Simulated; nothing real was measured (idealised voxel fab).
Documented hereafter: the process module known as voxel fin reveal.
Shown is cross-section cut, with a width of 265 nm and square cells of size 5 nm.
Just so we're on the same page, the cross-sections are grids of square cells, and they're listed out in bands top to bottom, each band one or more rows deep.
Band: top and bottom heights (nm) first, top before bottom; then materials from left to right, widths in nm. "everywhere" marks a sole material filling the band edge to edge. "blank" denotes empty space.
Heights are reckoned from 0. Under this level, the received wafer is all of one material. The bottommost band is open-ended downward, for example "0 down".
You'd read "30 to 40" like this: the band's top row of cells is as wide as the first number, its bottom row is as wide as the second, and going down, every row changes width by the same amount as the row before did.
"no change" -> step changed no cross-section cell.
You'll see "Closed cavity list" listing empty spaces that have no way open to the top, as long as they're 8 cells or more; the notation is width x height at distance, where the distance is from the left edge, and all of it is in nm.
It should be noted that, on the line of a given step, the content following the step's settings is a remark produced by the simulator itself with respect to that step.
A step line may carry the setting "overlay nm", which, for steps involving a mask, states the distance by which the mask lay to the right of its intended position; negative values denote displacement to the left.
# List of planned process steps
1: RECEIVE, material Si
2: CONFORMAL_DEP, material SiN, thk nm 10
3: DIRECTIONAL_DEP, material aC, thk nm 15
4: PATTERN, tone cover, mask id FINS, material resist, width nm 15, pitch nm 40, thk nm 35, overlay nm -15
5: DIRECTIONAL_ETCH, etch materials aC, depth nm 15
6: STRIP, etch materials resist
7: DIRECTIONAL_ETCH, etch materials SiN, depth nm 10
8: DIRECTIONAL_ETCH, etch materials Si, depth nm 30
9: STRIP, etch materials aC
10: OXIDIZE, depth nm 5
11: FILL_DEP, material SiO2, thk nm 10
12: CMP, height nm 10
13: SELECTIVE_ETCH, etch materials SiO2, depth nm 30
14: STRIP, etch materials SiN
15: CONFORMAL_DEP, material SiO2, thk nm 5
varied across the wafers: overlay nm of step 4. The plan shows the first wafer's value. All wafers start alike
# After step 1, as received: first of several wafers, cross-section
* 0 down | Si everywhere
* Closed cavity list: none
# Cross-section, first of several wafers, end of module, after last step 15
* 5 to 0 | 70 of blank / 15 of SiO2 / 25 of blank / 15 of SiO2 / 25 of blank / 15 of SiO2 / 100 of blank
* 0 to -15 | 70 of blank / 5 of SiO2 / 5 of Si / 5 of SiO2 / 25 of blank / 5 of SiO2 / 5 of Si / 5 of SiO2 / 25 of blank / 5 of SiO2 / 5 of Si / 5 of SiO2 / 100 of blank
* -15 to -35 | 75 of SiO2 / 5 of Si / 35 of SiO2 / 5 of Si / 35 of SiO2 / 5 of Si / 105 of SiO2
* -35 down | Si everywhere
* Closed cavity list: none
# End of module: cross-section, last of several wafers
* 5 to 0 | 100 of blank / 15 of SiO2 / 25 of blank / 15 of SiO2 / 25 of blank / 15 of SiO2 / 70 of blank
* 0 to -15 | 100 of blank / 5 of SiO2 / 5 of Si / 5 of SiO2 / 25 of blank / 5 of SiO2 / 5 of Si / 5 of SiO2 / 25 of blank / 5 of SiO2 / 5 of Si / 5 of SiO2 / 70 of blank
* -15 to -35 | 105 of SiO2 / 5 of Si / 35 of SiO2 / 5 of Si / 35 of SiO2 / 5 of Si / 75 of SiO2
* -35 down | Si everywhere
* Closed cavity list: none
# Row per wafer, end-of-module: cell gain (+)/loss (-) by material since the wafer came in, then closed voids
overlay nm -15; -350 Si; +227 SiO2; Closed cavity list: none
overlay nm -10; -350 Si; +227 SiO2; Closed cavity list: none
overlay nm -5; -350 Si; +227 SiO2; Closed cavity list: none
overlay nm 0; -350 Si; +227 SiO2; Closed cavity list: none
overlay nm 5; -350 Si; +227 SiO2; Closed cavity list: none
overlay nm 10; -350 Si; +227 SiO2; Closed cavity list: none
overlay nm 15; -350 Si; +227 SiO2; Closed cavity list: none
